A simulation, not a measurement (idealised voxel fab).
Presented below is a process module, voxel self aligned vias.
Displayed cross-section: cut, width of 220 nm, square cells sized 5 nm.
Square cells in a grid make up a cross-section in this document, and the grid is given as bands, listed from the top down, each one or more rows of cells.
Per band: top height and bottom height in nm, followed by the left-to-right materials and their widths in nm; "full width" marks a single material spanning edge to edge, "air" marks empty space.
Note: height 0 marks the level under which the wafer is uniformly one material as received. Lowest band unbounded below, written "top 0, no bottom".
Graded width ("30..40"): value in top row of band = first number; value in bottom row = second number; row-to-row change constant.
"no alteration" for a step: no cell of the cross-section changed in that step.
Listed in "Completely sealed voids": every empty space of 8 or more cells without an open way to the top. Form: width x height at distance, the distance being from the left edge, all in nm.
Step line, after settings: the simulator's comment on this step.
overlay nm: step with mask; distance mask lay right of planned place; negative value = left of planned place.

[Process steps (planned)]
1 RECEIVE,material Si
2 CONFORMAL_DEP,material SiO2,thk nm 10
3 CONFORMAL_DEP,material SiCN,thk nm 5
4 DIRECTIONAL_DEP,material SiO2,thk nm 20
5 MASKED_ETCH,tone open,mask id LINES,width nm 25,pitch nm 65,etch materials SiO2,depth nm 20,overlay nm 0
6 CONFORMAL_DEP,material TiN,thk nm 5
7 FILL_DEP,material W,thk nm 10
8 CMP,height nm 35
9 SELECTIVE_ETCH,etch materials W Ru TiN,depth nm 5
10 FILL_DEP,material SiN,thk nm 5
11 CMP,height nm 35
12 DIRECTIONAL_DEP,material SiO2,thk nm 15
13 MASKED_ETCH,tone open,mask id VIAS,width nm 35,etch materials SiO2,depth nm 15,overlay nm 0
14 MASKED_ETCH,tone open,mask id VIAS,width nm 35,etch materials SiN,depth nm 5,overlay nm 0
15 CONFORMAL_DEP,material TiN,thk nm 5
16 FILL_DEP,material Cu,thk nm 5
17 CMP,height nm 50
18 CONFORMAL_DEP,material SiCN,thk nm 5

[First of two wafers, processed according to plan]

[As-received state of the wafer in cross-section, equivalent to post-step 1]
- top 0, no bottom  Si full width
- Completely sealed voids: none

[So this is the wafer cross-section right after step 2]
- top 10, bottom 0  SiO2 full width
- Below 0, no change.

[So this is the wafer cross-section right after step 3]
- top 15, bottom 10  SiCN full width
- Below 10, no change.

[So this is the wafer cross-section right after step 4]
- top 35, bottom 15  SiO2 full width
- Below 15, no change.

[So this is the wafer cross-section right after step 5]
- top 35, bottom 15  SiO2 65 nm, then air 25 nm, then SiO2 40 nm, then air 25 nm, then SiO2 65 nm
- Below 15, no change.

[So this is the wafer cross-section right after step 6]
- top 40, bottom 35  TiN 70 nm, then air 15 nm, then TiN 50 nm, then air 15 nm, then TiN 70 nm
- top 35, bottom 20  SiO2 65 nm, then TiN 5 nm, then air 15 nm, then TiN 5 nm, then SiO2 40 nm, then TiN 5 nm, then air 15 nm, then TiN 5 nm, then SiO2 65 nm
- top 20, bottom 15  SiO2 65 nm, then TiN 25 nm, then SiO2 40 nm, then TiN 25 nm, then SiO2 65 nm
- Below 15, no change.

[So this is the wafer cross-section right after step 7]
- top 50, bottom 40  W full width
- top 40, bottom 35  TiN 70 nm, then W 15 nm, then TiN 50 nm, then W 15 nm, then TiN 70 nm
- top 35, bottom 20  SiO2 65 nm, then TiN 5 nm, then W 15 nm, then TiN 5 nm, then SiO2 40 nm, then TiN 5 nm, then W 15 nm, then TiN 5 nm, then SiO2 65 nm
- Below 20, no change.

[So this is the wafer cross-section right after step 8]
- top 35, bottom 20  SiO2 65 nm, then TiN 5 nm, then W 15 nm, then TiN 5 nm, then SiO2 40 nm, then TiN 5 nm, then W 15 nm, then TiN 5 nm, then SiO2 65 nm
- Below 20, no change.

[So this is the wafer cross-section right after step 9]
- top 35, bottom 30  SiO2 65 nm, then air 25 nm, then SiO2 40 nm, then air 25 nm, then SiO2 65 nm
- Below 30, no change.

[So this is the wafer cross-section right after step 10]
- top 40, bottom 35  SiN full width
- top 35, bottom 30  SiO2 65 nm, then SiN 25 nm, then SiO2 40 nm, then SiN 25 nm, then SiO2 65 nm
- Below 30, no change.

[So this is the wafer cross-section right after step 11]
- top 35, bottom 30  SiO2 65 nm, then SiN 25 nm, then SiO2 40 nm, then SiN 25 nm, then SiO2 65 nm
- Below 30, no change.

[So this is the wafer cross-section right after step 12]
- top 50, bottom 35  SiO2 full width
- Below 35, no change.

[So this is the wafer cross-section right after step 13]
- top 50, bottom 35  SiO2 60 nm, then air 35 nm, then SiO2 125 nm
- Below 35, no change.

[So this is the wafer cross-section right after step 14]
- top 50, bottom 35  SiO2 60 nm, then air 35 nm, then SiO2 125 nm
- top 35, bottom 30  SiO2 65 nm, then air 25 nm, then SiO2 40 nm, then SiN 25 nm, then SiO2 65 nm
- Below 30, no change.

[So this is the wafer cross-section right after step 15]
- top 55, bottom 50  TiN 65 nm, then air 25 nm, then TiN 130 nm
- top 50, bottom 40  SiO2 60 nm, then TiN 5 nm, then air 25 nm, then TiN 5 nm, then SiO2 125 nm
- top 40, bottom 35  SiO2 60 nm, then TiN 10 nm, then air 15 nm, then TiN 10 nm, then SiO2 125 nm
- top 35, bottom 30  SiO2 65 nm, then TiN 25 nm, then SiO2 40 nm, then SiN 25 nm, then SiO2 65 nm
- Below 30, no change.

[So this is the wafer cross-section right after step 16]
- top 60, bottom 55  Cu full width
- top 55, bottom 50  TiN 65 nm, then Cu 25 nm, then TiN 130 nm
- top 50, bottom 40  SiO2 60 nm, then TiN 5 nm, then Cu 25 nm, then TiN 5 nm, then SiO2 125 nm
- top 40, bottom 35  SiO2 60 nm, then TiN 10 nm, then Cu 15 nm, then TiN 10 nm, then SiO2 125 nm
- Below 35, no change.

[So this is the wafer cross-section right after step 17]
- top 50, bottom 40  SiO2 60 nm, then TiN 5 nm, then Cu 25 nm, then TiN 5 nm, then SiO2 125 nm
- Below 40, no change.

[So this is the wafer cross-section right after step 18]
- top 55, bottom 50  SiCN full width
- Below 50, no change.

[Now the other wafer: same start, same recipe, but we messed up one thing when running it. Up to and including step 1 it's the same as the first one]

Look at the second wafer in cross-section at the time step 2 ought to have finished: no alteration

[Look at the second wafer in cross-section at the time step 3 ought to have finished]
- top 5, bottom 0  SiCN full width
- Below 0, no change.

[Look at the second wafer in cross-section at the time step 4 ought to have finished]
- top 25, bottom 5  SiO2 full width
- Below 5, no change.

[Look at the second wafer in cross-section at the time step 5 ought to have finished]
- top 25, bottom 5  SiO2 65 nm, then air 25 nm, then SiO2 40 nm, then air 25 nm, then SiO2 65 nm
- Below 5, no change.

[Look at the second wafer in cross-section at the time step 6 ought to have finished]
- top 30, bottom 25  TiN 70 nm, then air 15 nm, then TiN 50 nm, then air 15 nm, then TiN 70 nm
- top 25, bottom 10  SiO2 65 nm, then TiN 5 nm, then air 15 nm, then TiN 5 nm, then SiO2 40 nm, then TiN 5 nm, then air 15 nm, then TiN 5 nm, then SiO2 65 nm
- top 10, bottom 5  SiO2 65 nm, then TiN 25 nm, then SiO2 40 nm, then TiN 25 nm, then SiO2 65 nm
- Below 5, no change.

[Look at the second wafer in cross-section at the time step 7 ought to have finished]
- top 40, bottom 30  W full width
- top 30, bottom 25  TiN 70 nm, then W 15 nm, then TiN 50 nm, then W 15 nm, then TiN 70 nm
- top 25, bottom 10  SiO2 65 nm, then TiN 5 nm, then W 15 nm, then TiN 5 nm, then SiO2 40 nm, then TiN 5 nm, then W 15 nm, then TiN 5 nm, then SiO2 65 nm
- Below 10, no change.

[Look at the second wafer in cross-section at the time step 8 ought to have finished]
- top 35, bottom 30  W full width
- Below 30, no change.

[Look at the second wafer in cross-section at the time step 9 ought to have finished]
- top 30, bottom 25  TiN 70 nm, then W 15 nm, then TiN 50 nm, then W 15 nm, then TiN 70 nm
- Below 25, no change.

[Look at the second wafer in cross-section at the time step 10 ought to have finished]
- top 35, bottom 30  SiN full width
- Below 30, no change.

Look at the second wafer in cross-section at the time step 11 ought to have finished: no alteration

[Look at the second wafer in cross-section at the time step 12 ought to have finished]
- top 50, bottom 35  SiO2 full width
- Below 35, no change.

[Look at the second wafer in cross-section at the time step 13 ought to have finished]
- top 50, bottom 35  SiO2 60 nm, then air 35 nm, then SiO2 125 nm
- Below 35, no change.

[Look at the second wafer in cross-section at the time step 14 ought to have finished]
- top 50, bottom 35  SiO2 60 nm, then air 35 nm, then SiO2 125 nm
- top 35, bottom 30  SiN 60 nm, then air 35 nm, then SiN 125 nm
- Below 30, no change.

[Look at the second wafer in cross-section at the time step 15 ought to have finished]
- top 55, bottom 50  TiN 65 nm, then air 25 nm, then TiN 130 nm
- top 50, bottom 35  SiO2 60 nm, then TiN 5 nm, then air 25 nm, then TiN 5 nm, then SiO2 125 nm
- top 35, bottom 30  SiN 60 nm, then TiN 35 nm, then SiN 125 nm
- Below 30, no change.

[Look at the second wafer in cross-section at the time step 16 ought to have finished]
- top 60, bottom 55  Cu full width
- top 55, bottom 50  TiN 65 nm, then Cu 25 nm, then TiN 130 nm
- top 50, bottom 35  SiO2 60 nm, then TiN 5 nm, then Cu 25 nm, then TiN 5 nm, then SiO2 125 nm
- Below 35, no change.

[Look at the second wafer in cross-section at the time step 17 ought to have finished]
- top 50, bottom 35  SiO2 60 nm, then TiN 5 nm, then Cu 25 nm, then TiN 5 nm, then SiO2 125 nm
- Below 35, no change.

[Look at the second wafer in cross-section at the time step 18 ought to have finished]
- top 55, bottom 50  SiCN full width
- Below 50, no change.
Heads up, the wafer didn't run the way we planned it: plan step 2: skipped, not run
Heads up, by the end the second wafer has more or fewer cells of some materials compared to the first: Cu: 2 more, SiN: 32 more, SiO2: 88 fewer, TiN: 42 more, W: 12 more
